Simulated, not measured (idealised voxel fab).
process module | voxel gate over fins
cross-section cut | 230 nm wide | cells 5 nm
A cross-section is a grid of square cells, given in bands from the top down. A band is one or more rows of cells.
Each band's line starts with the height of the band's top and of its bottom, in nm. Then come its materials from left to right, each with its width in nm. One material with "throughout" fills the band from edge to edge. "air" is empty space.
Height 0 is the level under which the wafer as received is all one material. The lowest band goes on downwards, as in "0 down".
A width such as "30 to 40" changes by the same amount from each row of cells to the next, from the band's top row to its bottom row.
"no change" after a step means that no cell of the cross-section changed.
closed voids: empty space of 8 cells or more with no open way to the top, each as width x height at its distance from the left edge, in nm
after a step's settings: what the simulator itself notes on the step
overlay nm, on a step with a mask: how far to the right of its planned place the mask lay; to the left if negative
Each pair below shows a cross-section before one step and the cross-section after it, down to the lowest band that changed. The line under each pair gives the step between them, with its settings. The pairs can come from different runs of this module on the same starting wafer, so a pair continues from the pair above only where its "before" says so.
before
  0 down: Si throughout
  closed voids: none
after
  5 to 0: SiN throughout
  below 0: unchanged
  closed voids: none
the step between: op CONFORMAL_DEP | material SiN | thk nm 5
before: the cross-section after the pair above
after
  15 to 5: aC throughout
  below 5: unchanged
  closed voids: none
the step between: op DIRECTIONAL_DEP | material aC | thk nm 10
before: the cross-section after the pair above
after
  40 to 15: air 60 | resist 15 | air 30 | resist 15 | air 30 | resist 15 | air 65
  below 15: unchanged
  closed voids: none
the step between: op PATTERN | tone cover | mask id FINS | material resist | width nm 15 | pitch nm 45 | thk nm 25 | overlay nm 0
before: the cross-section after the pair above
after
  30 to 15: air 60 | resist 15 | air 30 | resist 15 | air 30 | resist 15 | air 65
  15 to 5: air 60 | aC 15 | air 30 | aC 15 | air 30 | aC 15 | air 65
  below 5: unchanged
  closed voids: none
the step between: op DIRECTIONAL_ETCH | etch materials aC | depth nm 10
before: the cross-section after the pair above
after
  15 to 5: air 60 | aC 15 | air 30 | aC 15 | air 30 | aC 15 | air 65
  below 5: unchanged
  closed voids: none
the step between: op STRIP | etch materials resist
before: the cross-section after the pair above
after
  15 to 5: air 60 | aC 15 | air 30 | aC 15 | air 30 | aC 15 | air 65
  5 to 0: air 60 | SiN 15 | air 30 | SiN 15 | air 30 | SiN 15 | air 65
  below 0: unchanged
  closed voids: none
the step between: op DIRECTIONAL_ETCH | etch materials SiN | depth nm 5
before: the cross-section after the pair above
after
  15 to 5: air 60 | aC 15 | air 30 | aC 15 | air 30 | aC 15 | air 65
  5 to 0: air 60 | SiN 15 | air 30 | SiN 15 | air 30 | SiN 15 | air 65
  0 to -35: air 60 | Si 15 | air 30 | Si 15 | air 30 | Si 15 | air 65
  below -35: unchanged
  closed voids: none
the step between: op DIRECTIONAL_ETCH | etch materials Si | depth nm 35
before: the cross-section after the pair above
after
  5 to 0: air 60 | SiN 15 | air 30 | SiN 15 | air 30 | SiN 15 | air 65
  below 0: unchanged
  closed voids: none
the step between: op STRIP | etch materials aC
before: the cross-section after the pair above
after
  5 to 0: air 60 | SiN 15 | air 30 | SiN 15 | air 30 | SiN 15 | air 65
  0 to -35: air 60 | SiO2 5 | Si 5 | SiO2 5 | air 30 | SiO2 5 | Si 5 | SiO2 5 | air 30 | SiO2 5 | Si 5 | SiO2 5 | air 65
  -35 to -40: SiO2 65 | Si 5 | SiO2 40 | Si 5 | SiO2 40 | Si 5 | SiO2 70
  below -40: unchanged
  closed voids: none
the step between: op OXIDIZE | depth nm 5
before: the cross-section after the pair above
after
  20 to 5: SiO2 throughout
  5 to 0: SiO2 60 | SiN 15 | SiO2 30 | SiN 15 | SiO2 30 | SiN 15 | SiO2 65
  0 to -40: SiO2 65 | Si 5 | SiO2 40 | Si 5 | SiO2 40 | Si 5 | SiO2 70
  below -40: unchanged
  closed voids: none
the step between: op FILL_DEP | material SiO2 | thk nm 15
before: the cross-section after the pair above
after
  5 to 0: SiO2 60 | SiN 15 | SiO2 30 | SiN 15 | SiO2 30 | SiN 15 | SiO2 65
  below 0: unchanged
  closed voids: none
the step between: op CMP | height nm 5
before: the cross-section after the pair above
after
  5 to 0: air 60 | SiN 15 | air 30 | SiN 15 | air 30 | SiN 15 | air 65
  0 to -15: air 65 | Si 5 | air 40 | Si 5 | air 40 | Si 5 | air 70
  below -15: unchanged
  closed voids: none
the step between: op SELECTIVE_ETCH | etch materials SiO2 | depth nm 20
before: the cross-section after the pair above
after
  0 to -15: air 65 | Si 5 | air 40 | Si 5 | air 40 | Si 5 | air 70
  below -15: unchanged
  closed voids: none
the step between: op STRIP | etch materials SiN
before: the cross-section after the pair above
after
  5 to 0: air 60 | HfO2 15 | air 30 | HfO2 15 | air 30 | HfO2 15 | air 65
  0 to -10: air 60 | HfO2 5 | Si 5 | HfO2 5 | air 30 | HfO2 5 | Si 5 | HfO2 5 | air 30 | HfO2 5 | Si 5 | HfO2 5 | air 65
  -10 to -15: HfO2 65 | Si 5 | HfO2 40 | Si 5 | HfO2 40 | Si 5 | HfO2 70
  below -15: unchanged
  closed voids: none
the step between: op CONFORMAL_DEP | material HfO2 | thk nm 5
before: the cross-section after the pair above
after
  10 to 5: air 55 | TiN 25 | air 20 | TiN 25 | air 20 | TiN 25 | air 60
  5 to 0: air 55 | TiN 5 | HfO2 15 | TiN 5 | air 20 | TiN 5 | HfO2 15 | TiN 5 | air 20 | TiN 5 | HfO2 15 | TiN 5 | air 60
  0 to -5: air 55 | TiN 5 | HfO2 5 | Si 5 | HfO2 5 | TiN 5 | air 20 | TiN 5 | HfO2 5 | Si 5 | HfO2 5 | TiN 5 | air 20 | TiN 5 | HfO2 5 | Si 5 | HfO2 5 | TiN 5 | air 60
  -5 to -10: TiN 60 | HfO2 5 | Si 5 | HfO2 5 | TiN 30 | HfO2 5 | Si 5 | HfO2 5 | TiN 30 | HfO2 5 | Si 5 | HfO2 5 | TiN 65
  below -10: unchanged
  closed voids: none
the step between: op CONFORMAL_DEP | material TiN | thk nm 5
before: the cross-section after the pair above
after
  25 to 10: W throughout
  10 to 5: W 55 | TiN 25 | W 20 | TiN 25 | W 20 | TiN 25 | W 60
  5 to 0: W 55 | TiN 5 | HfO2 15 | TiN 5 | W 20 | TiN 5 | HfO2 15 | TiN 5 | W 20 | TiN 5 | HfO2 15 | TiN 5 | W 60
  0 to -5: W 55 | TiN 5 | HfO2 5 | Si 5 | HfO2 5 | TiN 5 | W 20 | TiN 5 | HfO2 5 | Si 5 | HfO2 5 | TiN 5 | W 20 | TiN 5 | HfO2 5 | Si 5 | HfO2 5 | TiN 5 | W 60
  below -5: unchanged
  closed voids: none
the step between: op FILL_DEP | material W | thk nm 15
before: the cross-section after the pair above
after
  20 to 10: W throughout
  below 10: unchanged
  closed voids: none
the step between: op CMP | height nm 20
before: the cross-section after the pair above
after
  25 to 20: SiN throughout
  below 20: unchanged
  closed voids: none
the step between: op CONFORMAL_DEP | material SiN | thk nm 5
before
  20 to 5: SiO2 throughout
  5 to 0: SiO2 60 | SiN 15 | SiO2 30 | SiN 15 | SiO2 30 | SiN 15 | SiO2 65
  0 to -40: SiO2 65 | Si 5 | SiO2 40 | Si 5 | SiO2 40 | Si 5 | SiO2 70
  -40 down: Si throughout
  closed voids: none
after
  5 to 0: air 60 | SiN 15 | air 30 | SiN 15 | air 30 | SiN 15 | air 65
  below 0: unchanged
  closed voids: none
the step between: op SELECTIVE_ETCH | etch materials SiO2 | depth nm 20
before: the cross-section after the pair above
after
  0 to -40: SiO2 65 | Si 5 | SiO2 40 | Si 5 | SiO2 40 | Si 5 | SiO2 70
  below -40: unchanged
  closed voids: none
the step between: op STRIP | etch materials SiN
before: the cross-section after the pair above
after
  5 to 0: HfO2 throughout
  below 0: unchanged
  closed voids: none
the step between: op CONFORMAL_DEP | material HfO2 | thk nm 5
before: the cross-section after the pair above
after
  10 to 5: TiN throughout
  below 5: unchanged
  closed voids: none
the step between: op CONFORMAL_DEP | material TiN | thk nm 5
before: the cross-section after the pair above
after
  25 to 10: W throughout
  below 10: unchanged
  closed voids: none
the step between: op FILL_DEP | material W | thk nm 15
before: the cross-section after the pair above
after
  20 to 10: W throughout
  below 10: unchanged
  closed voids: none
the step between: op CMP | height nm 20
before: the cross-section after the pair above
after
  25 to 20: SiN throughout
  below 20: unchanged
  closed voids: none
the step between: op CONFORMAL_DEP | material SiN | thk nm 5
before
  5 to 0: air 60 | SiN 15 | air 30 | SiN 15 | air 30 | SiN 15 | air 65
  0 to -15: air 65 | Si 5 | air 40 | Si 5 | air 40 | Si 5 | air 70
  -15 to -40: SiO2 65 | Si 5 | SiO2 40 | Si 5 | SiO2 40 | Si 5 | SiO2 70
  -40 down: Si throughout
  closed voids: none
after
  5 to 0: air 60 | SiN 15 | air 30 | SiN 15 | air 30 | SiN 15 | air 65
  0 to -35: air 65 | Si 5 | air 40 | Si 5 | air 40 | Si 5 | air 70
  below -35: unchanged
  closed voids: none
the step between: op SELECTIVE_ETCH | etch materials SiO2 | depth nm 20
before: the cross-section after the pair above
after
  0 to -35: air 65 | Si 5 | air 40 | Si 5 | air 40 | Si 5 | air 70
  below -35: unchanged
  closed voids: none
the step between: op STRIP | etch materials SiN
before: the cross-section after the pair above
after
  5 to 0: air 60 | HfO2 15 | air 30 | HfO2 15 | air 30 | HfO2 15 | air 65
  0 to -30: air 60 | HfO2 5 | Si 5 | HfO2 5 | air 30 | HfO2 5 | Si 5 | HfO2 5 | air 30 | HfO2 5 | Si 5 | HfO2 5 | air 65
  -30 to -35: HfO2 65 | Si 5 | HfO2 40 | Si 5 | HfO2 40 | Si 5 | HfO2 70
  below -35: unchanged
  closed voids: none
the step between: op CONFORMAL_DEP | material HfO2 | thk nm 5
before: the cross-section after the pair above
after
  10 to 5: air 55 | TiN 25 | air 20 | TiN 25 | air 20 | TiN 25 | air 60
  5 to 0: air 55 | TiN 5 | HfO2 15 | TiN 5 | air 20 | TiN 5 | HfO2 15 | TiN 5 | air 20 | TiN 5 | HfO2 15 | TiN 5 | air 60
  0 to -25: air 55 | TiN 5 | HfO2 5 | Si 5 | HfO2 5 | TiN 5 | air 20 | TiN 5 | HfO2 5 | Si 5 | HfO2 5 | TiN 5 | air 20 | TiN 5 | HfO2 5 | Si 5 | HfO2 5 | TiN 5 | air 60
  -25 to -30: TiN 60 | HfO2 5 | Si 5 | HfO2 5 | TiN 30 | HfO2 5 | Si 5 | HfO2 5 | TiN 30 | HfO2 5 | Si 5 | HfO2 5 | TiN 65
  below -30: unchanged
  closed voids: none
the step between: op CONFORMAL_DEP | material TiN | thk nm 5
before: the cross-section after the pair above
after
  25 to 10: W throughout
  10 to 5: W 55 | TiN 25 | W 20 | TiN 25 | W 20 | TiN 25 | W 60
  5 to 0: W 55 | TiN 5 | HfO2 15 | TiN 5 | W 20 | TiN 5 | HfO2 15 | TiN 5 | W 20 | TiN 5 | HfO2 15 | TiN 5 | W 60
  0 to -25: W 55 | TiN 5 | HfO2 5 | Si 5 | HfO2 5 | TiN 5 | W 20 | TiN 5 | HfO2 5 | Si 5 | HfO2 5 | TiN 5 | W 20 | TiN 5 | HfO2 5 | Si 5 | HfO2 5 | TiN 5 | W 60
  below -25: unchanged
  closed voids: none
the step between: op FILL_DEP | material W | thk nm 15
before: the cross-section after the pair above
after
  20 to 10: W throughout
  below 10: unchanged
  closed voids: none
the step between: op CMP | height nm 20
before: the cross-section after the pair above
after
  25 to 20: SiN throughout
  below 20: unchanged
  closed voids: none
the step between: op CONFORMAL_DEP | material SiN | thk nm 5
before
  0 to -15: air 65 | Si 5 | air 40 | Si 5 | air 40 | Si 5 | air 70
  -15 to -40: SiO2 65 | Si 5 | SiO2 40 | Si 5 | SiO2 40 | Si 5 | SiO2 70
  -40 down: Si throughout
  closed voids: none
after
  5 to 0: air 60 | TiN 15 | air 30 | TiN 15 | air 30 | TiN 15 | air 65
  0 to -10: air 60 | TiN 5 | Si 5 | TiN 5 | air 30 | TiN 5 | Si 5 | TiN 5 | air 30 | TiN 5 | Si 5 | TiN 5 | air 65
  -10 to -15: TiN 65 | Si 5 | TiN 40 | Si 5 | TiN 40 | Si 5 | TiN 70
  below -15: unchanged
  closed voids: none
the step between: op CONFORMAL_DEP | material TiN | thk nm 5
before: the cross-section after the pair above
after
  10 to 5: air 55 | HfO2 25 | air 20 | HfO2 25 | air 20 | HfO2 25 | air 60
  5 to 0: air 55 | HfO2 5 | TiN 15 | HfO2 5 | air 20 | HfO2 5 | TiN 15 | HfO2 5 | air 20 | HfO2 5 | TiN 15 | HfO2 5 | air 60
  0 to -5: air 55 | HfO2 5 | TiN 5 | Si 5 | TiN 5 | HfO2 5 | air 20 | HfO2 5 | TiN 5 | Si 5 | TiN 5 | HfO2 5 | air 20 | HfO2 5 | TiN 5 | Si 5 | TiN 5 | HfO2 5 | air 60
  -5 to -10: HfO2 60 | TiN 5 | Si 5 | TiN 5 | HfO2 30 | TiN 5 | Si 5 | TiN 5 | HfO2 30 | TiN 5 | Si 5 | TiN 5 | HfO2 65
  below -10: unchanged
  closed voids: none
the step between: op CONFORMAL_DEP | material HfO2 | thk nm 5
before: the cross-section after the pair above
after
  25 to 10: W throughout
  10 to 5: W 55 | HfO2 25 | W 20 | HfO2 25 | W 20 | HfO2 25 | W 60
  5 to 0: W 55 | HfO2 5 | TiN 15 | HfO2 5 | W 20 | HfO2 5 | TiN 15 | HfO2 5 | W 20 | HfO2 5 | TiN 15 | HfO2 5 | W 60
  0 to -5: W 55 | HfO2 5 | TiN 5 | Si 5 | TiN 5 | HfO2 5 | W 20 | HfO2 5 | TiN 5 | Si 5 | TiN 5 | HfO2 5 | W 20 | HfO2 5 | TiN 5 | Si 5 | TiN 5 | HfO2 5 | W 60
  below -5: unchanged
  closed voids: none
the step between: op FILL_DEP | material W | thk nm 15
before: the cross-section after the pair above
after
  20 to 10: W throughout
  below 10: unchanged
  closed voids: none
the step between: op CMP | height nm 20
before: the cross-section after the pair above
after
  25 to 20: SiN throughout
  below 20: unchanged
  closed voids: none
the step between: op CONFORMAL_DEP | material SiN | thk nm 5
before
  15 to 5: air 60 | aC 15 | air 30 | aC 15 | air 30 | aC 15 | air 65
  5 to 0: air 60 | SiN 15 | air 30 | SiN 15 | air 30 | SiN 15 | air 65
  0 down: Si throughout
  closed voids: none
after
  15 to 5: air 60 | aC 15 | air 30 | aC 15 | air 30 | aC 15 | air 65
  5 to 0: air 60 | SiN 15 | air 30 | SiN 15 | air 30 | SiN 15 | air 65
  0 to -25: air 60 | Si 15 | air 30 | Si 15 | air 30 | Si 15 | air 65
  below -25: unchanged
  closed voids: none
the step between: op DIRECTIONAL_ETCH | etch materials Si | depth nm 25
before: the cross-section after the pair above
after
  5 to 0: air 60 | SiN 15 | air 30 | SiN 15 | air 30 | SiN 15 | air 65
  below 0: unchanged
  closed voids: none
the step between: op STRIP | etch materials aC
before: the cross-section after the pair above
after
  5 to 0: air 60 | SiN 15 | air 30 | SiN 15 | air 30 | SiN 15 | air 65
  0 to -25: air 60 | SiO2 5 | Si 5 | SiO2 5 | air 30 | SiO2 5 | Si 5 | SiO2 5 | air 30 | SiO2 5 | Si 5 | SiO2 5 | air 65
  -25 to -30: SiO2 65 | Si 5 | SiO2 40 | Si 5 | SiO2 40 | Si 5 | SiO2 70
  below -30: unchanged
  closed voids: none
the step between: op OXIDIZE | depth nm 5
before: the cross-section after the pair above
after
  20 to 5: SiO2 throughout
  5 to 0: SiO2 60 | SiN 15 | SiO2 30 | SiN 15 | SiO2 30 | SiN 15 | SiO2 65
  0 to -30: SiO2 65 | Si 5 | SiO2 40 | Si 5 | SiO2 40 | Si 5 | SiO2 70
  below -30: unchanged
  closed voids: none
the step between: op FILL_DEP | material SiO2 | thk nm 15
before: the cross-section after the pair above
after
  5 to 0: SiO2 60 | SiN 15 | SiO2 30 | SiN 15 | SiO2 30 | SiN 15 | SiO2 65
  below 0: unchanged
  closed voids: none
the step between: op CMP | height nm 5
before: the cross-section after the pair above
after
  5 to 0: air 60 | SiN 15 | air 30 | SiN 15 | air 30 | SiN 15 | air 65
  0 to -15: air 65 | Si 5 | air 40 | Si 5 | air 40 | Si 5 | air 70
  below -15: unchanged
  closed voids: none
the step between: op SELECTIVE_ETCH | etch materials SiO2 | depth nm 20
before: the cross-section after the pair above
after
  0 to -15: air 65 | Si 5 | air 40 | Si 5 | air 40 | Si 5 | air 70
  below -15: unchanged
  closed voids: none
the step between: op STRIP | etch materials SiN
before: the cross-section after the pair above
after
  5 to 0: air 60 | HfO2 15 | air 30 | HfO2 15 | air 30 | HfO2 15 | air 65
  0 to -10: air 60 | HfO2 5 | Si 5 | HfO2 5 | air 30 | HfO2 5 | Si 5 | HfO2 5 | air 30 | HfO2 5 | Si 5 | HfO2 5 | air 65
  -10 to -15: HfO2 65 | Si 5 | HfO2 40 | Si 5 | HfO2 40 | Si 5 | HfO2 70
  below -15: unchanged
  closed voids: none
the step between: op CONFORMAL_DEP | material HfO2 | thk nm 5
before: the cross-section after the pair above
after
  10 to 5: air 55 | TiN 25 | air 20 | TiN 25 | air 20 | TiN 25 | air 60
  5 to 0: air 55 | TiN 5 | HfO2 15 | TiN 5 | air 20 | TiN 5 | HfO2 15 | TiN 5 | air 20 | TiN 5 | HfO2 15 | TiN 5 | air 60
  0 to -5: air 55 | TiN 5 | HfO2 5 | Si 5 | HfO2 5 | TiN 5 | air 20 | TiN 5 | HfO2 5 | Si 5 | HfO2 5 | TiN 5 | air 20 | TiN 5 | HfO2 5 | Si 5 | HfO2 5 | TiN 5 | air 60
  -5 to -10: TiN 60 | HfO2 5 | Si 5 | HfO2 5 | TiN 30 | HfO2 5 | Si 5 | HfO2 5 | TiN 30 | HfO2 5 | Si 5 | HfO2 5 | TiN 65
  below -10: unchanged
  closed voids: none
the step between: op CONFORMAL_DEP | material TiN | thk nm 5
before: the cross-section after the pair above
after
  25 to 10: W throughout
  10 to 5: W 55 | TiN 25 | W 20 | TiN 25 | W 20 | TiN 25 | W 60
  5 to 0: W 55 | TiN 5 | HfO2 15 | TiN 5 | W 20 | TiN 5 | HfO2 15 | TiN 5 | W 20 | TiN 5 | HfO2 15 | TiN 5 | W 60
  0 to -5: W 55 | TiN 5 | HfO2 5 | Si 5 | HfO2 5 | TiN 5 | W 20 | TiN 5 | HfO2 5 | Si 5 | HfO2 5 | TiN 5 | W 20 | TiN 5 | HfO2 5 | Si 5 | HfO2 5 | TiN 5 | W 60
  below -5: unchanged
  closed voids: none
the step between: op FILL_DEP | material W | thk nm 15
before: the cross-section after the pair above
after
  20 to 10: W throughout
  below 10: unchanged
  closed voids: none
the step between: op CMP | height nm 20
before: the cross-section after the pair above
after
  25 to 20: SiN throughout
  below 20: unchanged
  closed voids: none
the step between: op CONFORMAL_DEP | material SiN | thk nm 5
before
  15 to 5: aC throughout
  5 to 0: SiN throughout
  0 down: Si throughout
  closed voids: none
after
  40 to 15: air 55 | resist 25 | air 20 | resist 25 | air 20 | resist 25 | air 60
  below 15: unchanged
  closed voids: none
the step between: op PATTERN | tone cover | mask id FINS | material resist | width nm 25 | pitch nm 45 | thk nm 25 | overlay nm 0
before: the cross-section after the pair above
after
  30 to 15: air 55 | resist 25 | air 20 | resist 25 | air 20 | resist 25 | air 60
  15 to 5: air 55 | aC 25 | air 20 | aC 25 | air 20 | aC 25 | air 60
  below 5: unchanged
  closed voids: none
the step between: op DIRECTIONAL_ETCH | etch materials aC | depth nm 10
before: the cross-section after the pair above
after
  15 to 5: air 55 | aC 25 | air 20 | aC 25 | air 20 | aC 25 | air 60
  below 5: unchanged
  closed voids: none
the step between: op STRIP | etch materials resist
before: the cross-section after the pair above
after
  15 to 5: air 55 | aC 25 | air 20 | aC 25 | air 20 | aC 25 | air 60
  5 to 0: air 55 | SiN 25 | air 20 | SiN 25 | air 20 | SiN 25 | air 60
  below 0: unchanged
  closed voids: none
the step between: op DIRECTIONAL_ETCH | etch materials SiN | depth nm 5
before: the cross-section after the pair above
after
  15 to 5: air 55 | aC 25 | air 20 | aC 25 | air 20 | aC 25 | air 60
  5 to 0: air 55 | SiN 25 | air 20 | SiN 25 | air 20 | SiN 25 | air 60
  0 to -35: air 55 | Si 25 | air 20 | Si 25 | air 20 | Si 25 | air 60
  below -35: unchanged
  closed voids: none
the step between: op DIRECTIONAL_ETCH | etch materials Si | depth nm 35
before: the cross-section after the pair above
after
  5 to 0: air 55 | SiN 25 | air 20 | SiN 25 | air 20 | SiN 25 | air 60
  below 0: unchanged
  closed voids: none
the step between: op STRIP | etch materials aC
before: the cross-section after the pair above
after
  5 to 0: air 55 | SiN 25 | air 20 | SiN 25 | air 20 | SiN 25 | air 60
  0 to -35: air 55 | SiO2 5 | Si 15 | SiO2 5 | air 20 | SiO2 5 | Si 15 | SiO2 5 | air 20 | SiO2 5 | Si 15 | SiO2 5 | air 60
  -35 to -40: SiO2 60 | Si 15 | SiO2 30 | Si 15 | SiO2 30 | Si 15 | SiO2 65
  below -40: unchanged
  closed voids: none
the step between: op OXIDIZE | depth nm 5
before: the cross-section after the pair above
after
  20 to 5: SiO2 throughout
  5 to 0: SiO2 55 | SiN 25 | SiO2 20 | SiN 25 | SiO2 20 | SiN 25 | SiO2 60
  0 to -40: SiO2 60 | Si 15 | SiO2 30 | Si 15 | SiO2 30 | Si 15 | SiO2 65
  below -40: unchanged
  closed voids: none
the step between: op FILL_DEP | material SiO2 | thk nm 15
before: the cross-section after the pair above
after
  5 to 0: SiO2 55 | SiN 25 | SiO2 20 | SiN 25 | SiO2 20 | SiN 25 | SiO2 60
  below 0: unchanged
  closed voids: none
the step between: op CMP | height nm 5
before: the cross-section after the pair above
after
  5 to 0: air 55 | SiN 25 | air 20 | SiN 25 | air 20 | SiN 25 | air 60
  0 to -15: air 60 | Si 15 | air 30 | Si 15 | air 30 | Si 15 | air 65
  below -15: unchanged
  closed voids: none
the step between: op SELECTIVE_ETCH | etch materials SiO2 | depth nm 20
before: the cross-section after the pair above
after
  0 to -15: air 60 | Si 15 | air 30 | Si 15 | air 30 | Si 15 | air 65
  below -15: unchanged
  closed voids: none
the step between: op STRIP | etch materials SiN
before: the cross-section after the pair above
after
  5 to 0: air 55 | HfO2 25 | air 20 | HfO2 25 | air 20 | HfO2 25 | air 60
  0 to -10: air 55 | HfO2 5 | Si 15 | HfO2 5 | air 20 | HfO2 5 | Si 15 | HfO2 5 | air 20 | HfO2 5 | Si 15 | HfO2 5 | air 60
  -10 to -15: HfO2 60 | Si 15 | HfO2 30 | Si 15 | HfO2 30 | Si 15 | HfO2 65
  below -15: unchanged
  closed voids: none
the step between: op CONFORMAL_DEP | material HfO2 | thk nm 5
before: the cross-section after the pair above
after
  10 to 5: air 50 | TiN 35 | air 10 | TiN 35 | air 10 | TiN 35 | air 55
  5 to 0: air 50 | TiN 5 | HfO2 25 | TiN 5 | air 10 | TiN 5 | HfO2 25 | TiN 5 | air 10 | TiN 5 | HfO2 25 | TiN 5 | air 55
  0 to -5: air 50 | TiN 5 | HfO2 5 | Si 15 | HfO2 5 | TiN 5 | air 10 | TiN 5 | HfO2 5 | Si 15 | HfO2 5 | TiN 5 | air 10 | TiN 5 | HfO2 5 | Si 15 | HfO2 5 | TiN 5 | air 55
  -5 to -10: TiN 55 | HfO2 5 | Si 15 | HfO2 5 | TiN 20 | HfO2 5 | Si 15 | HfO2 5 | TiN 20 | HfO2 5 | Si 15 | HfO2 5 | TiN 60
  below -10: unchanged
  closed voids: none
the step between: op CONFORMAL_DEP | material TiN | thk nm 5
before: the cross-section after the pair above
after
  25 to 10: W throughout
  10 to 5: W 50 | TiN 35 | W 10 | TiN 35 | W 10 | TiN 35 | W 55
  5 to 0: W 50 | TiN 5 | HfO2 25 | TiN 5 | W 10 | TiN 5 | HfO2 25 | TiN 5 | W 10 | TiN 5 | HfO2 25 | TiN 5 | W 55
  0 to -5: W 50 | TiN 5 | HfO2 5 | Si 15 | HfO2 5 | TiN 5 | W 10 | TiN 5 | HfO2 5 | Si 15 | HfO2 5 | TiN 5 | W 10 | TiN 5 | HfO2 5 | Si 15 | HfO2 5 | TiN 5 | W 55
  below -5: unchanged
  closed voids: none
the step between: op FILL_DEP | material W | thk nm 15
before: the cross-section after the pair above
after
  20 to 10: W throughout
  below 10: unchanged
  closed voids: none
the step between: op CMP | height nm 20
before: the cross-section after the pair above
after
  25 to 20: SiN throughout
  below 20: unchanged
  closed voids: none
the step between: op CONFORMAL_DEP | material SiN | thk nm 5
before
  15 to 5: aC throughout
  5 to 0: SiN throughout
  0 down: Si throughout
  closed voids: none
after
  40 to 15: air 65 | resist 15 | air 30 | resist 15 | air 30 | resist 15 | air 60
  below 15: unchanged
  closed voids: none
the step between: op PATTERN | tone cover | mask id FINS | material resist | width nm 15 | pitch nm 45 | thk nm 25 | overlay nm 5
before: the cross-section after the pair above
after
  30 to 15: air 65 | resist 15 | air 30 | resist 15 | air 30 | resist 15 | air 60
  15 to 5: air 65 | aC 15 | air 30 | aC 15 | air 30 | aC 15 | air 60
  below 5: unchanged
  closed voids: none
the step between: op DIRECTIONAL_ETCH | etch materials aC | depth nm 10
before: the cross-section after the pair above
after
  15 to 5: air 65 | aC 15 | air 30 | aC 15 | air 30 | aC 15 | air 60
  below 5: unchanged
  closed voids: none
the step between: op STRIP | etch materials resist
before: the cross-section after the pair above
after
  15 to 5: air 65 | aC 15 | air 30 | aC 15 | air 30 | aC 15 | air 60
  5 to 0: air 65 | SiN 15 | air 30 | SiN 15 | air 30 | SiN 15 | air 60
  below 0: unchanged
  closed voids: none
the step between: op DIRECTIONAL_ETCH | etch materials SiN | depth nm 5
before: the cross-section after the pair above
after
  15 to 5: air 65 | aC 15 | air 30 | aC 15 | air 30 | aC 15 | air 60
  5 to 0: air 65 | SiN 15 | air 30 | SiN 15 | air 30 | SiN 15 | air 60
  0 to -35: air 65 | Si 15 | air 30 | Si 15 | air 30 | Si 15 | air 60
  below -35: unchanged
  closed voids: none
the step between: op DIRECTIONAL_ETCH | etch materials Si | depth nm 35
before: the cross-section after the pair above
after
  5 to 0: air 65 | SiN 15 | air 30 | SiN 15 | air 30 | SiN 15 | air 60
  below 0: unchanged
  closed voids: none
the step between: op STRIP | etch materials aC
before: the cross-section after the pair above
after
  5 to 0: air 65 | SiN 15 | air 30 | SiN 15 | air 30 | SiN 15 | air 60
  0 to -35: air 65 | SiO2 5 | Si 5 | SiO2 5 | air 30 | SiO2 5 | Si 5 | SiO2 5 | air 30 | SiO2 5 | Si 5 | SiO2 5 | air 60
  -35 to -40: SiO2 70 | Si 5 | SiO2 40 | Si 5 | SiO2 40 | Si 5 | SiO2 65
  below -40: unchanged
  closed voids: none
the step between: op OXIDIZE | depth nm 5
before: the cross-section after the pair above
after
  20 to 5: SiO2 throughout
  5 to 0: SiO2 65 | SiN 15 | SiO2 30 | SiN 15 | SiO2 30 | SiN 15 | SiO2 60
  0 to -40: SiO2 70 | Si 5 | SiO2 40 | Si 5 | SiO2 40 | Si 5 | SiO2 65
  below -40: unchanged
  closed voids: none
the step between: op FILL_DEP | material SiO2 | thk nm 15
before: the cross-section after the pair above
after
  5 to 0: SiO2 65 | SiN 15 | SiO2 30 | SiN 15 | SiO2 30 | SiN 15 | SiO2 60
  below 0: unchanged
  closed voids: none
the step between: op CMP | height nm 5
before: the cross-section after the pair above
after
  5 to 0: air 65 | SiN 15 | air 30 | SiN 15 | air 30 | SiN 15 | air 60
  0 to -15: air 70 | Si 5 | air 40 | Si 5 | air 40 | Si 5 | air 65
  below -15: unchanged
  closed voids: none
the step between: op SELECTIVE_ETCH | etch materials SiO2 | depth nm 20
before: the cross-section after the pair above
after
  0 to -15: air 70 | Si 5 | air 40 | Si 5 | air 40 | Si 5 | air 65
  below -15: unchanged
  closed voids: none
the step between: op STRIP | etch materials SiN
before: the cross-section after the pair above
after
  5 to 0: air 65 | HfO2 15 | air 30 | HfO2 15 | air 30 | HfO2 15 | air 60
  0 to -10: air 65 | HfO2 5 | Si 5 | HfO2 5 | air 30 | HfO2 5 | Si 5 | HfO2 5 | air 30 | HfO2 5 | Si 5 | HfO2 5 | air 60
  -10 to -15: HfO2 70 | Si 5 | HfO2 40 | Si 5 | HfO2 40 | Si 5 | HfO2 65
  below -15: unchanged
  closed voids: none
the step between: op CONFORMAL_DEP | material HfO2 | thk nm 5
before: the cross-section after the pair above
after
  10 to 5: air 60 | TiN 25 | air 20 | TiN 25 | air 20 | TiN 25 | air 55
  5 to 0: air 60 | TiN 5 | HfO2 15 | TiN 5 | air 20 | TiN 5 | HfO2 15 | TiN 5 | air 20 | TiN 5 | HfO2 15 | TiN 5 | air 55
  0 to -5: air 60 | TiN 5 | HfO2 5 | Si 5 | HfO2 5 | TiN 5 | air 20 | TiN 5 | HfO2 5 | Si 5 | HfO2 5 | TiN 5 | air 20 | TiN 5 | HfO2 5 | Si 5 | HfO2 5 | TiN 5 | air 55
  -5 to -10: TiN 65 | HfO2 5 | Si 5 | HfO2 5 | TiN 30 | HfO2 5 | Si 5 | HfO2 5 | TiN 30 | HfO2 5 | Si 5 | HfO2 5 | TiN 60
  below -10: unchanged
  closed voids: none
the step between: op CONFORMAL_DEP | material TiN | thk nm 5
before: the cross-section after the pair above
after
  25 to 10: W throughout
  10 to 5: W 60 | TiN 25 | W 20 | TiN 25 | W 20 | TiN 25 | W 55
  5 to 0: W 60 | TiN 5 | HfO2 15 | TiN 5 | W 20 | TiN 5 | HfO2 15 | TiN 5 | W 20 | TiN 5 | HfO2 15 | TiN 5 | W 55
  0 to -5: W 60 | TiN 5 | HfO2 5 | Si 5 | HfO2 5 | TiN 5 | W 20 | TiN 5 | HfO2 5 | Si 5 | HfO2 5 | TiN 5 | W 20 | TiN 5 | HfO2 5 | Si 5 | HfO2 5 | TiN 5 | W 55
  below -5: unchanged
  closed voids: none
the step between: op FILL_DEP | material W | thk nm 15
before: the cross-section after the pair above
after
  20 to 10: W throughout
  below 10: unchanged
  closed voids: none
the step between: op CMP | height nm 20
before: the cross-section after the pair above
after
  25 to 20: SiN throughout
  below 20: unchanged
  closed voids: none
the step between: op CONFORMAL_DEP | material SiN | thk nm 5
